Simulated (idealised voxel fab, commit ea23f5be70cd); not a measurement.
The following is a process module called voxel trench capacitor.
Section shown: cut. Width: 230 nm. Cell size: 5 nm, square.
We lay out every cross-section as a grid of square cells and spell it out in bands from the top down, where one band means one or more rows of cells. Per band: top height and bottom height in nm, followed by the left-to-right materials and their widths in nm; "throughout" marks a single material spanning edge to edge, "blank" marks empty space. For the purposes of this specification, 0 denotes the height below which the wafer in its as-received condition is composed wholly of one material, and the lowermost band, lacking a lower limit, extends downward without end, as expressed in "0 -> down". You'd read "30..40" like this: the band's top row of cells is as wide as the first number, its bottom row is as wide as the second, and going down, every row changes width by the same amount as the row before did. When a step is marked "stayed the same", none of the cells in the cross-section changed during that step. Listed in "Non-vented voids": every empty space of 8 or more cells without an open way to the top. Form: width x height at distance, the distance being from the left edge, all in nm. Anything after a step's settings on that line? It's the simulator's own note about the step. overlay nm: on a step with a mask, how far right of its planned place the mask lay; negative means left.

plan
1,RECEIVE | material Si
2,CONFORMAL_DEP | material SiN | thk nm 5
3,MASKED_ETCH | tone open | mask id TRENCH | width nm 15 | pitch nm 30 | etch materials SiN | depth nm 5 | overlay nm 0
4,MASKED_ETCH | tone open | mask id TRENCH | width nm 15 | pitch nm 30 | etch materials Si | depth nm 35 | overlay nm 0
5,CONFORMAL_DEP | material Al2O3 | thk nm 5
6,FILL_DEP | material polySi | thk nm 5
7,CMP | height nm 5

Run as planned: first of two wafers

Incoming wafer in cross-section (state: after step 1)
    0 -> down = Si throughout
    Non-vented voids: none

After step 2, in cross-section
    5 -> 0 = SiN throughout
    Note: structure below 0 unchanged.

After step 3, in cross-section
    5 -> 0 = SiN=60, blank=15, SiN=15, blank=15, SiN=15, blank=15, SiN=15, blank=15, SiN=65
    Note: structure below 0 unchanged.

After step 4, in cross-section
    5 -> 0 = SiN=60, blank=15, SiN=15, blank=15, SiN=15, blank=15, SiN=15, blank=15, SiN=65
    0 -> -35 = Si=60, blank=15, Si=15, blank=15, Si=15, blank=15, Si=15, blank=15, Si=65
    Note: structure below -35 unchanged.

After step 5, in cross-section
    10 -> 5 = Al2O3=65, blank=5, Al2O3=25, blank=5, Al2O3=25, blank=5, Al2O3=25, blank=5, Al2O3=70
    5 -> 0 = SiN=60, Al2O3=5, blank=5, Al2O3=5, SiN=15, Al2O3=5, blank=5, Al2O3=5, SiN=15, Al2O3=5, blank=5, Al2O3=5, SiN=15, Al2O3=5, blank=5, Al2O3=5, SiN=65
    0 -> -30 = Si=60, Al2O3=5, blank=5, Al2O3=5, Si=15, Al2O3=5, blank=5, Al2O3=5, Si=15, Al2O3=5, blank=5, Al2O3=5, Si=15, Al2O3=5, blank=5, Al2O3=5, Si=65
    -30 -> -35 = Si=60, Al2O3=15, Si=15, Al2O3=15, Si=15, Al2O3=15, Si=15, Al2O3=15, Si=65
    Note: structure below -35 unchanged.

After step 6, in cross-section
    15 -> 10 = polySi throughout
    10 -> 5 = Al2O3=65, polySi=5, Al2O3=25, polySi=5, Al2O3=25, polySi=5, Al2O3=25, polySi=5, Al2O3=70
    5 -> 0 = SiN=60, Al2O3=5, polySi=5, Al2O3=5, SiN=15, Al2O3=5, polySi=5, Al2O3=5, SiN=15, Al2O3=5, polySi=5, Al2O3=5, SiN=15, Al2O3=5, polySi=5, Al2O3=5, SiN=65
    0 -> -30 = Si=60, Al2O3=5, polySi=5, Al2O3=5, Si=15, Al2O3=5, polySi=5, Al2O3=5, Si=15, Al2O3=5, polySi=5, Al2O3=5, Si=15, Al2O3=5, polySi=5, Al2O3=5, Si=65
    Note: structure below -30 unchanged.

After step 7, in cross-section
    5 -> 0 = SiN=60, Al2O3=5, polySi=5, Al2O3=5, SiN=15, Al2O3=5, polySi=5, Al2O3=5, SiN=15, Al2O3=5, polySi=5, Al2O3=5, SiN=15, Al2O3=5, polySi=5, Al2O3=5, SiN=65
    Note: structure below 0 unchanged.

Second Wafer (Identical Start and Plan, One Processing Error; Matches First Wafer Through Step 5)

Cross-section: second wafer, time at which step 6 was scheduled to end
    15 -> 10 = SiN throughout
    10 -> 5 = Al2O3=65, SiN=5, Al2O3=25, SiN=5, Al2O3=25, SiN=5, Al2O3=25, SiN=5, Al2O3=70
    5 -> 0 = SiN=60, Al2O3=5, SiN=5, Al2O3=5, SiN=15, Al2O3=5, SiN=5, Al2O3=5, SiN=15, Al2O3=5, SiN=5, Al2O3=5, SiN=15, Al2O3=5, SiN=5, Al2O3=5, SiN=65
    0 -> -30 = Si=60, Al2O3=5, SiN=5, Al2O3=5, Si=15, Al2O3=5, SiN=5, Al2O3=5, Si=15, Al2O3=5, SiN=5, Al2O3=5, Si=15, Al2O3=5, SiN=5, Al2O3=5, Si=65
    Note: structure below -30 unchanged.

Cross-section: second wafer, time at which step 7 was scheduled to end
    5 -> 0 = SiN=60, Al2O3=5, SiN=5, Al2O3=5, SiN=15, Al2O3=5, SiN=5, Al2O3=5, SiN=15, Al2O3=5, SiN=5, Al2O3=5, SiN=15, Al2O3=5, SiN=5, Al2O3=5, SiN=65
    Note: structure below 0 unchanged.
Deviation noted in wafer processing: note that step 6 departed from the planned setting and was carried out as FILL_DEP | material SiN | thk nm 5
Upon completion, the second wafer contains, in terms of cells, a greater or smaller amount of certain materials than the first wafer: SiN: 28 more; polySi: 28 fewer
